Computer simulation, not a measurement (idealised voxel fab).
process module | voxel capacitor over wiring
cross-section cut | 190 nm wide | cells 5 nm
A cross-section is a grid of square cells, given in bands from the top down. A band is one or more rows of cells.
Each band's line starts with the height of the band's top and of its bottom, in nm. Then come its materials from left to right, each with its width in nm. One material with "throughout" fills the band from edge to edge. "air" is empty space.
Height 0 is the level under which the wafer as received is all one material. The lowest band goes on downwards, as in "0 down".
A width such as "30 to 40" changes by the same amount from each row of cells to the next, from the band's top row to its bottom row.
"no change" after a step means that no cell of the cross-section changed.
closed voids: empty space of 8 cells or more with no open way to the top, each as width x height at its distance from the left edge, in nm
after a step's settings: what the simulator itself notes on the step
overlay nm, on a step with a mask: how far to the right of its planned place the mask lay; to the left if negative
plan
1 op RECEIVE | material Si
2 op CONFORMAL_DEP | material SiO2 | thk nm 10
3 op DIRECTIONAL_DEP | material TiN | thk nm 5
4 op DIRECTIONAL_DEP | material Ru | thk nm 25
5 op PATTERN | tone cover | mask id METAL_1 | material resist | width nm 20 | pitch nm 75 | thk nm 15 | overlay nm 0
6 op DIRECTIONAL_ETCH | etch materials Ru | depth nm 25
7 op DIRECTIONAL_ETCH | etch materials TiN | depth nm 5
8 op STRIP | etch materials resist
9 op FILL_DEP | material SiO2 | thk nm 10
10 op CMP | height nm 40
11 op CONFORMAL_DEP | material SiCN | thk nm 5
12 op DIRECTIONAL_DEP | material SiO2 | thk nm 10
13 op PATTERN | tone open | mask id PLUG_1 | material resist | width nm 15 | thk nm 20 | overlay nm 0
14 op DIRECTIONAL_ETCH | etch materials SiO2 | depth nm 10
15 op DIRECTIONAL_ETCH | etch materials SiCN | depth nm 5
16 op STRIP | etch materials resist
17 op EPI | material Ru | thk nm 10
18 op EPI | material Ru | thk nm 5
19 op DIRECTIONAL_DEP | material TiN | thk nm 10
20 op DIRECTIONAL_DEP | material HfO2 | thk nm 5
21 op DIRECTIONAL_DEP | material TiN | thk nm 10
22 op PATTERN | tone cover | mask id UPPER_PLATE | material resist | width nm 50 | thk nm 20 | overlay nm 0
23 op DIRECTIONAL_ETCH | etch materials TiN | depth nm 10
24 op DIRECTIONAL_ETCH | etch materials HfO2 | depth nm 5
25 op STRIP | etch materials resist
26 op DIRECTIONAL_DEP | material aC | thk nm 10
27 op PATTERN | tone cover | mask id LOWER_PLATE | material resist | width nm 70 | thk nm 30 | overlay nm 0
28 op DIRECTIONAL_ETCH | etch materials aC | depth nm 10
29 op STRIP | etch materials resist
30 op DIRECTIONAL_ETCH | etch materials TiN | depth nm 10
31 op STRIP | etch materials aC
32 op FILL_DEP | material SiO2 | thk nm 15
33 op CMP | height nm 90
34 op MASKED_ETCH | tone open | mask id PLUG_2 | width nm 15 | etch materials SiO2 | depth nm 10 | overlay nm 0
35 op CONFORMAL_DEP | material TiN | thk nm 5
36 op FILL_DEP | material W | thk nm 5
37 op CMP | height nm 90
38 op CONFORMAL_DEP | material SiCN | thk nm 5
varied across the wafers: width nm of step 22. The plan shows the first wafer's value. All wafers start alike
first wafer as received, after step 1
  0 down: Si throughout
  closed voids: none
first wafer at the end, after step 38
  95 to 90: SiCN throughout
  90 to 85: SiO2 60 | TiN 5 | W 5 | TiN 5 | SiO2 115
  85 to 80: SiO2 60 | TiN 15 | SiO2 115
  80 to 70: SiO2 55 | TiN 50 | SiO2 85
  70 to 65: SiO2 55 | HfO2 50 | SiO2 85
  65 to 55: SiO2 45 | TiN 70 | SiO2 75
  55 to 45: SiO2 50 | Ru 15 | SiO2 125
  45 to 40: SiCN 50 | Ru 15 | SiCN 125
  40 to 15: SiO2 45 | Ru 20 | SiO2 55 | Ru 20 | SiO2 50
  15 to 10: SiO2 45 | TiN 20 | SiO2 55 | TiN 20 | SiO2 50
  10 to 0: SiO2 throughout
  0 down: Si throughout
  closed voids: none
last wafer at the end
  95 to 90: SiCN throughout
  90 to 85: SiO2 60 | TiN 5 | W 5 | TiN 5 | SiO2 115
  85 to 80: SiO2 60 | TiN 15 | SiO2 115
  80 to 70: SiO2 45 | TiN 70 | SiO2 75
  70 to 65: SiO2 45 | HfO2 75 | SiO2 70
  65 to 55: SiO2 45 | TiN 75 | SiO2 70
  55 to 45: SiO2 50 | Ru 15 | SiO2 125
  45 to 40: SiCN 50 | Ru 15 | SiCN 125
  40 to 15: SiO2 45 | Ru 20 | SiO2 55 | Ru 20 | SiO2 50
  15 to 10: SiO2 45 | TiN 20 | SiO2 55 | TiN 20 | SiO2 50
  10 to 0: SiO2 throughout
  0 down: Si throughout
  closed voids: none
each wafer at the end: cells of each material gained (+) or lost (-) since it was received, then its closed voids
width nm 50 | +10 HfO2 | +49 Ru | +73 SiCN | +528 SiO2 | +61 TiN | +1 W | closed voids: none
width nm 55 | +11 HfO2 | +49 Ru | +73 SiCN | +525 SiO2 | +63 TiN | +1 W | closed voids: none
width nm 60 | +12 HfO2 | +49 Ru | +73 SiCN | +522 SiO2 | +65 TiN | +1 W | closed voids: none
width nm 65 | +13 HfO2 | +49 Ru | +73 SiCN | +519 SiO2 | +67 TiN | +1 W | closed voids: none
width nm 70 | +14 HfO2 | +49 Ru | +73 SiCN | +516 SiO2 | +69 TiN | +1 W | closed voids: none
width nm 75 | +15 HfO2 | +49 Ru | +73 SiCN | +513 SiO2 | +71 TiN | +1 W | closed voids: none
